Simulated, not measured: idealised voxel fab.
This is a process module. Its name is voxel self aligned contacts.
In the cross-section labelled cut, the width is 225 nm and each square cell is 5 nm.
When this document writes out a cross-section, it uses a grid of square cells and lists it as bands, beginning at the top and moving down, with a band standing for one or more rows of cells.
Each band's line starts with the height of the band's top and of its bottom, in nm. Then come its materials from left to right, each with its width in nm. One material with "everywhere" fills the band from edge to edge. "empty" is empty space.
It should be noted that heights are counted from 0, beneath which the wafer as supplied is of one material throughout, and that the lowest band possesses no lower boundary but continues downward, as written in "0 down".
Per-row width for "30 to 40": begins at first number (top row of band), ends at second number (bottom row), increment between rows held constant.
A step reported as "changes: none" is a step in which no cell of the cross-section changed.
What "Entrapped void list" gives you is every empty space of 8 cells or more that is cut off from the top. Each appears as width x height at distance, with the distance taken from the left edge and width, height and distance all in nm.
Formally, on a step line, whatever follows the settings is a remark that the simulator itself makes on the step.
You can add "overlay nm" to a step's line. For a step with a mask, it describes how far the mask lay to the right of its planned position, and a negative number describes a lay to the left.
-- plan
- 1: RECEIVE | material Si
- 2: OXIDIZE | depth nm 5
- 3: DIRECTIONAL_DEP | material polySi | thk nm 20
- 4: DIRECTIONAL_DEP | material SiN | thk nm 20
- 5: DIRECTIONAL_DEP | material aC | thk nm 5
- 6: PATTERN | tone cover | mask id GATE | material resist | width nm 25 | pitch nm 50 | thk nm 30 | overlay nm 0
- 7: DIRECTIONAL_ETCH | etch materials aC | depth nm 10
- 8: STRIP | etch materials resist
- 9: DIRECTIONAL_ETCH | etch materials SiN | depth nm 20
- 10: DIRECTIONAL_ETCH | etch materials polySi | depth nm 20
- 11: STRIP | etch materials aC
- 12: CONFORMAL_DEP | material SiN | thk nm 5
- 13: DIRECTIONAL_ETCH | etch materials SiN | depth nm 5
- 14: FILL_DEP | material SiO2 | thk nm 15
- 15: CMP | height nm 50
- 16: PATTERN | tone open | mask id CONTACT | material resist | width nm 35 | pitch nm 50 | thk nm 20 | overlay nm 0
- 17: DIRECTIONAL_ETCH | etch materials SiO2 | depth nm 55
- 18: STRIP | etch materials resist
- 19: CONFORMAL_DEP | material TiN | thk nm 5
- 20: FILL_DEP | material Ru | thk nm 5
- 21: CMP | height nm 50
- 22: CONFORMAL_DEP | material SiCN | thk nm 5
varied across the wafers: thk nm of step 5. The plan shows the first wafer's value. All wafers start alike
-- Cross-section of the first of several wafers as received (after step 1)
    0 down  Si everywhere
    Entrapped void list: none
-- Tabulated below, wafer by wafer, are the end-of-module results: for each material, the number of cells gained (+) or lost (-) relative to the as-received state, followed by the closed voids
thk nm 5, +28 Ru, -45 Si, +45 SiCN, +108 SiN, +245 SiO2, +54 TiN, +60 polySi, Entrapped void list: none
thk nm 10, +28 Ru, -45 Si, +45 SiCN, +108 SiN, +245 SiO2, +54 TiN, +60 polySi, Entrapped void list: none
thk nm 15, +10 Ru, -45 Si, +45 SiCN, +180 SiN, +107 SiO2, +18 TiN, +180 polySi, Entrapped void list: none
thk nm 20, +10 Ru, -45 Si, +45 SiCN, +180 SiN, +107 SiO2, +18 TiN, +180 polySi, Entrapped void list: none
thk nm 25, +10 Ru, -45 Si, +45 SiCN, +180 SiN, +107 SiO2, +18 TiN, +180 polySi, Entrapped void list: none
